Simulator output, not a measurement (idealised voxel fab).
The following is a process module called voxel capacitor over wiring.
Cross-sectional view cut (width: 275 nm; square cell size: 5 nm).
If you're reading a cross-section in this doc, picture square cells in a grid; it comes to you as bands, top ones listed first down to the bottom, and a band can be one or more rows of cells. Band entry format. Leading values: height of top, height of bottom, nm. Remainder: materials in left-to-right order, each with its width in nm. Special words: "edge to edge" on a single material, which then fills the band edge to edge; "air", empty space. Height 0 is the level under which the wafer as received is all one material. The lowest band goes on downwards, as in "z 0 and below". A two-number width, for instance "30 to 40", indicates that the width is equal to the first number in the top row of the band and to the second number in the bottom row, and that it changes by a constant amount per row of cells. A step reported as "nothing changed" is a step in which no cell of the cross-section changed. Under "Closed void table" you'll find the enclosed gaps, the ones with no way out to the top, that are 8 cells or bigger; each reads width x height at distance, with distance counted from the left edge, everything in nm. Read whatever lies past the settings on a step's line as the simulator's own remark about the step. You can add "overlay nm" to a step's line. For a step with a mask, it describes how far the mask lay to the right of its planned position, and a negative number describes a lay to the left.
## These are the steps we planned for the process
| 1 | RECEIVE, material Si |
| 2 | CONFORMAL_DEP, material SiO2, thk nm 10 |
| 3 | CONFORMAL_DEP, material SiCN, thk nm 5 |
| 4 | DIRECTIONAL_DEP, material lowk, thk nm 20 |
| 5 | DIRECTIONAL_DEP, material aC, thk nm 15 |
| 6 | PATTERN, tone open, mask id METAL_1, material resist, width nm 20, pitch nm 75, thk nm 30, overlay nm 0 |
| 7 | DIRECTIONAL_ETCH, etch materials aC, depth nm 15 |
| 8 | STRIP, etch materials resist |
| 9 | DIRECTIONAL_ETCH, etch materials lowk, depth nm 20 |
| 10 | DIRECTIONAL_ETCH, etch materials SiCN, depth nm 5 |
| 11 | STRIP, etch materials aC |
| 12 | CONFORMAL_DEP, material TiN, thk nm 5 |
| 13 | FILL_DEP, material Cu, thk nm 10 |
| 14 | CMP, height nm 35 |
| 15 | CONFORMAL_DEP, material SiCN, thk nm 5 |
| 16 | DIRECTIONAL_DEP, material SiO2, thk nm 10 |
| 17 | DIRECTIONAL_DEP, material aC, thk nm 10 |
| 18 | PATTERN, tone open, mask id PLUG_1, material resist, width nm 15, thk nm 25, overlay nm 0 |
| 19 | DIRECTIONAL_ETCH, etch materials aC, depth nm 10 |
| 20 | STRIP, etch materials resist |
| 21 | DIRECTIONAL_ETCH, etch materials SiO2, depth nm 10 |
| 22 | DIRECTIONAL_ETCH, etch materials SiCN, depth nm 5 |
| 23 | STRIP, etch materials aC |
| 24 | EPI, material Ru, thk nm 10 |
| 25 | EPI, material Ru, thk nm 5 |
| 26 | DIRECTIONAL_DEP, material TiN, thk nm 10 |
| 27 | DIRECTIONAL_DEP, material SiN, thk nm 5 |
| 28 | DIRECTIONAL_DEP, material TiN, thk nm 5 |
| 29 | PATTERN, tone cover, mask id UPPER_PLATE, material resist, width nm 60, thk nm 20, overlay nm 0 |
| 30 | DIRECTIONAL_ETCH, etch materials TiN, depth nm 5 |
| 31 | DIRECTIONAL_ETCH, etch materials SiN, depth nm 5 |
| 32 | STRIP, etch materials resist |
| 33 | MASKED_ETCH, tone cover, mask id LOWER_PLATE, width nm 70, etch materials TiN, depth nm 10, overlay nm 0 |
| 34 | FILL_DEP, material SiO2, thk nm 15 |
| 35 | CMP, height nm 80 |
| 36 | MASKED_ETCH, tone open, mask id PLUG_2, width nm 15, etch materials SiO2, depth nm 10, overlay nm 0 |
| 37 | CONFORMAL_DEP, material TiN, thk nm 5 |
| 38 | FILL_DEP, material W, thk nm 10 |
| 39 | CMP, height nm 80 |
| 40 | CONFORMAL_DEP, material SiCN, thk nm 5 |
## As-received state of the wafer in cross-section, equivalent to post-step 1
- z 0 and below = Si edge to edge
- Closed void table: none
## a wafer at the end: this start, this plan, one mistake
- z 85 to 80 = SiCN edge to edge
- z 80 to 75 = 105 SiO2 / 5 TiN / 5 W / 5 TiN / 155 SiO2
- z 75 to 65 = 105 to 95 SiO2 / 15 to 65 TiN / 155 to 115 SiO2
- z 65 to 60 = 95 SiO2 / 65 SiN / 115 SiO2
- z 60 to 50 = 90 SiO2 / 70 TiN / 115 SiO2
- z 50 to 40 = 95 SiO2 / 15 Ru / 165 SiO2
- z 40 to 35 = 95 SiCN / 15 Ru / 165 SiCN
- z 35 to 15 = 90 lowk / 5 TiN / 10 Cu / 5 TiN / 55 lowk / 5 TiN / 10 Cu / 5 TiN / 90 lowk
- z 15 to 10 = 90 SiCN / 20 TiN / 55 SiCN / 20 TiN / 90 SiCN
- z 10 to 0 = SiO2 edge to edge
- z 0 and below = Si edge to edge
- Closed void table: none
Where did the run depart from the plan? step 29 was not run as planned; what actually ran was PATTERN, tone cover, mask id UPPER_PLATE, material resist, width nm 65, thk nm 20, overlay nm 0
